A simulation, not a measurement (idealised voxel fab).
The following is a process module called voxel tone inversion.
Square cell edge 5 nm, section width 235 nm, ID cut.
We lay out every cross-section as a grid of square cells and spell it out in bands from the top down, where one band means one or more rows of cells. This entry defines a band. It first specifies the height of the band's top and the height of its bottom in nm, and then specifies the band's materials from left to right, stating each material with its width in nm. The word "full width" identifies a single material that fills the band from edge to edge, while the word "empty" identifies empty space. Where do heights start? At 0: under that level the wafer as delivered is made of one material only. And the lowest band has no floor; it just carries on downward, as in "z 0 and below". Quick explanation for "30 to 40": the width changes in equal steps down the rows of cells, from the first number in the band's top row to the second number in its bottom row. You'll sometimes find "changes: none" written for a step, and that's the way of saying that nowhere in the cross-section did a cell change during that step. "Non-vented voids" specifies each empty space that is not open to the top and that occupies no fewer than 8 cells, using the form width x height at distance, the distance measured from the left edge and all three quantities in nm. On a step's line, text after the settings is the simulator commenting on that step. Among the settings permitted on a step's line is "overlay nm"; applied to a step with a mask, it specifies the extent to which the mask lay to the right of its planned position, whereas a negative figure signifies a position to the left.
The steps planned for the process are as follows
1,RECEIVE with material Si
2,CONFORMAL_DEP with material SiCN, thk nm 5
3,DIRECTIONAL_DEP with material aC, thk nm 25
4,PATTERN with tone cover, mask id POSTS, material resist, width nm 20, pitch nm 45, thk nm 35, overlay nm 0
5,DIRECTIONAL_ETCH with etch materials aC, depth nm 25
6,STRIP with etch materials resist
7,FILL_DEP with material lowk, thk nm 10
8,CMP with height nm 30
9,STRIP with etch materials aC
10,CONFORMAL_DEP with material TiN, thk nm 5
11,FILL_DEP with material Ru, thk nm 10
12,CMP with height nm 30
13,CONFORMAL_DEP with material SiCN, thk nm 5
Wafer at receipt (post step 1), cross-section
    z 0 and below: Si full width
    Non-vented voids: none
Post-module cross-section of the first of two wafers (run per plan)
    z 35 to 30: SiCN full width
    z 30 to 10: lowk 60 nm; TiN 5 nm; Ru 10 nm; TiN 5 nm; lowk 25 nm; TiN 5 nm; Ru 10 nm; TiN 5 nm; lowk 25 nm; TiN 5 nm; Ru 10 nm; TiN 5 nm; lowk 65 nm
    z 10 to 5: lowk 60 nm; TiN 20 nm; lowk 25 nm; TiN 20 nm; lowk 25 nm; TiN 20 nm; lowk 65 nm
    z 5 to 0: SiCN full width
    z 0 and below: Si full width
    Non-vented voids: none
Same start, same plan as the first wafer - but one mistake in the run. Cross-section of the second of the two at the end of the module
    z 35 to 30: SiCN full width
    z 30 to 10: lowk 60 nm; TiN 5 nm; Ru 15 nm; TiN 5 nm; lowk 20 nm; TiN 5 nm; Ru 15 nm; TiN 5 nm; lowk 20 nm; TiN 5 nm; Ru 15 nm; TiN 5 nm; lowk 60 nm
    z 10 to 5: lowk 60 nm; TiN 25 nm; lowk 20 nm; TiN 25 nm; lowk 20 nm; TiN 25 nm; lowk 60 nm
    z 5 to 0: SiCN full width
    z 0 and below: Si full width
    Non-vented voids: none
Run error: planned and actual differ for step 4; actual: PATTERN with tone cover, mask id POSTS, material resist, width nm 25, pitch nm 45, thk nm 35, overlay nm 0
The final cell counts differ between the wafers, with the second having more or fewer of some materials than the first: 12 more of Ru | 3 more of TiN | 15 fewer of lowk
